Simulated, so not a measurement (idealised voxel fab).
This is a process module. Its name is voxel transistor to metal.
FYI the section here is cut, 285 nm wide, cells are 5 nm squares.
Square cells in a grid make up a cross-section in this document, and the grid is given as bands, listed from the top down, each one or more rows of cells.
Look at the band entry: it leads with the top's height and the bottom's height in nm. Then it lists the materials left to right, with a width in nm for each. The word "edge to edge" on a single material says that material fills the band edge to edge. The word "blank" is empty space.
All heights in this document are referenced to 0, defined as the level beneath which the wafer, as received, consists entirely of one material. The lowest band is not bounded below; it extends indefinitely downward and is written in the form "0 nm and below".
Width: "30..40" (first number = top row, second number = bottom row, same change from row to row of cells).
For the purposes of this document, the phrase "no modifications" attached to a step denotes that no cell within the cross-section was modified by that step.
Closed-off voids of 8+ cells (no open route to the top) go in "Sealed void list", written width x height at distance from the left edge, in nm.
Text after the settings on a step's line: the simulator's own remark on that step.
overlay nm, on a step with a mask: how far to the right of its planned place the mask lay; to the left if negative
## Below is the list of planned process steps
| 1 | RECEIVE with material Si |
| 2 | OXIDIZE with depth nm 5 |
| 3 | CONFORMAL_DEP with material SiN, thk nm 10 |
| 4 | DIRECTIONAL_DEP with material aC, thk nm 10 |
| 5 | PATTERN with tone cover, mask id ACTIVE, material resist, width nm 115, pitch nm 135, thk nm 30, overlay nm 0 |
| 6 | DIRECTIONAL_ETCH with etch materials aC, depth nm 10 |
| 7 | STRIP with etch materials resist |
| 8 | DIRECTIONAL_ETCH with etch materials SiN, depth nm 10 |
| 9 | DIRECTIONAL_ETCH with etch materials SiO2, depth nm 5 |
| 10 | DIRECTIONAL_ETCH with etch materials Si, depth nm 35 |
| 11 | STRIP with etch materials aC |
| 12 | OXIDIZE with depth nm 5 |
| 13 | FILL_DEP with material SiO2, thk nm 10 |
| 14 | CMP with height nm 10 |
| 15 | SELECTIVE_ETCH with etch materials SiO2, depth nm 5 |
| 16 | STRIP with etch materials SiN |
| 17 | SELECTIVE_ETCH with etch materials SiO2, depth nm 5 |
| 18 | OXIDIZE with depth nm 5 |
| 19 | DIRECTIONAL_DEP with material polySi, thk nm 20 |
| 20 | DIRECTIONAL_DEP with material SiCN, thk nm 10 |
| 21 | MASKED_ETCH with tone cover, mask id GATE, width nm 35, pitch nm 135, etch materials SiCN, depth nm 20, overlay nm 0 |
| 22 | MASKED_ETCH with tone cover, mask id GATE, width nm 35, pitch nm 135, etch materials polySi, depth nm 30, overlay nm 0 |
| 23 | CONFORMAL_DEP with material SiN, thk nm 10 |
| 24 | DIRECTIONAL_ETCH with etch materials SiN, depth nm 10 |
| 25 | DIRECTIONAL_ETCH with etch materials SiO2, depth nm 5 |
| 26 | EPI with material SiGe, thk nm 5 |
| 27 | FILL_DEP with material SiO2, thk nm 5 |
| 28 | CMP with height nm 15 |
| 29 | STRIP with etch materials polySi |
| 30 | SELECTIVE_ETCH with etch materials SiO2, depth nm 5 |
| 31 | CONFORMAL_DEP with material HfO2, thk nm 5 |
| 32 | CONFORMAL_DEP with material TiN, thk nm 5 |
| 33 | FILL_DEP with material W, thk nm 5 |
| 34 | CMP with height nm 10 |
| 35 | DIRECTIONAL_DEP with material SiO2, thk nm 10 |
| 36 | DIRECTIONAL_DEP with material aC, thk nm 15 |
| 37 | PATTERN with tone open, mask id CONTACT, material resist, width nm 15, thk nm 30, overlay nm 0 |
| 38 | DIRECTIONAL_ETCH with etch materials aC, depth nm 15 |
| 39 | STRIP with etch materials resist |
| 40 | DIRECTIONAL_ETCH with etch materials SiO2, depth nm 25 |
| 41 | STRIP with etch materials aC |
| 42 | CONFORMAL_DEP with material TiN, thk nm 5 |
| 43 | FILL_DEP with material W, thk nm 10 |
| 44 | CMP with height nm 20 |
| 45 | CONFORMAL_DEP with material SiN, thk nm 5 |
| 46 | DIRECTIONAL_DEP with material lowk, thk nm 20 |
| 47 | PATTERN with tone open, mask id METAL_1, material resist, width nm 15, thk nm 15, overlay nm 0 |
| 48 | DIRECTIONAL_ETCH with etch materials lowk, depth nm 20 |
| 49 | DIRECTIONAL_ETCH with etch materials SiN, depth nm 5 |
| 50 | STRIP with etch materials resist |
| 51 | CONFORMAL_DEP with material TiN, thk nm 5 |
| 52 | FILL_DEP with material Cu, thk nm 5 |
| 53 | CMP with height nm 45 |
| 54 | EPI with material Ru, thk nm 5 |
| 55 | FILL_DEP with material SiCN, thk nm 5 |
## Delivered wafer in cross-section: state after step 1
	0 nm and below = Si edge to edge
	Sealed void list: none
## The following cross-section depicts the wafer upon conclusion of the module. Processing commenced from the starting condition illustrated above and adhered to the plan illustrated above, save for one mistake in execution
	55 nm to 50 nm = SiCN edge to edge
	50 nm to 45 nm = 20 SiCN / 25 Ru / 55 SiCN / 25 Ru / 30 SiCN / 25 Ru / 55 SiCN / 25 Ru / 25 SiCN
	45 nm to 25 nm = 25 lowk / 5 TiN / 5 Cu / 5 TiN / 65 lowk / 5 TiN / 5 Cu / 5 TiN / 40 lowk / 5 TiN / 5 Cu / 5 TiN / 65 lowk / 5 TiN / 5 Cu / 5 TiN / 30 lowk
	25 nm to 20 nm = 25 SiN / 15 TiN / 65 SiN / 15 TiN / 40 SiN / 15 TiN / 65 SiN / 15 TiN / 30 SiN
	20 nm to 15 nm = 20 W / 5 TiN / 15 SiO2 / 5 TiN / 55 W / 5 TiN / 15 SiO2 / 5 TiN / 30 W / 5 TiN / 15 SiO2 / 5 TiN / 55 W / 5 TiN / 15 SiO2 / 5 TiN / 25 W
	15 nm to 10 nm = 20 W / 5 TiN / 15 SiO2 / 65 TiN / 15 SiO2 / 5 TiN / 30 W / 5 TiN / 15 SiO2 / 65 TiN / 15 SiO2 / 5 TiN / 25 W
	10 nm to 5 nm = 20 W / 5 TiN / 15 SiO2 / 5 TiN / 10 SiN / 5 HfO2 / 5 TiN / 15 W / 5 TiN / 5 HfO2 / 10 SiN / 5 TiN / 15 SiO2 / 5 TiN / 30 W / 5 TiN / 15 SiO2 / 5 TiN / 10 SiN / 5 HfO2 / 5 TiN / 15 W / 5 TiN / 5 HfO2 / 10 SiN / 5 TiN / 15 SiO2 / 5 TiN / 25 W
	5 nm to 0 nm = 5 W / 20 TiN / 15 SiO2 / 5 TiN / 10 SiN / 5 HfO2 / 5 TiN / 15 W / 5 TiN / 5 HfO2 / 10 SiN / 5 TiN / 15 SiO2 / 40 TiN / 15 SiO2 / 5 TiN / 10 SiN / 5 HfO2 / 5 TiN / 15 W / 5 TiN / 5 HfO2 / 10 SiN / 5 TiN / 15 SiO2 / 20 TiN / 10 W
	0 nm to -5 nm = 10 TiN / 10 SiN / 5 TiN / 15 SiO2 / 5 TiN / 10 SiN / 5 HfO2 / 25 TiN / 5 HfO2 / 10 SiN / 5 TiN / 15 SiO2 / 5 TiN / 10 SiN / 10 TiN / 10 SiN / 5 TiN / 15 SiO2 / 5 TiN / 10 SiN / 5 HfO2 / 25 TiN / 5 HfO2 / 10 SiN / 5 TiN / 15 SiO2 / 5 TiN / 10 SiN / 15 TiN
	-5 nm to -10 nm = 20 SiO2 / 25 SiGe / 5 SiO2 / 45 HfO2 / 5 SiO2 / 25 SiGe / 30 SiO2 / 25 SiGe / 5 SiO2 / 45 HfO2 / 5 SiO2 / 25 SiGe / 25 SiO2
	-10 nm to -45 nm = 20 SiO2 / 105 Si / 30 SiO2 / 105 Si / 25 SiO2
	-45 nm and below = Si edge to edge
	Sealed void list: none
Run error: planned and actual differ for step 37; actual: PATTERN with tone cover, mask id CONTACT, material resist, width nm 15, thk nm 30, overlay nm 0
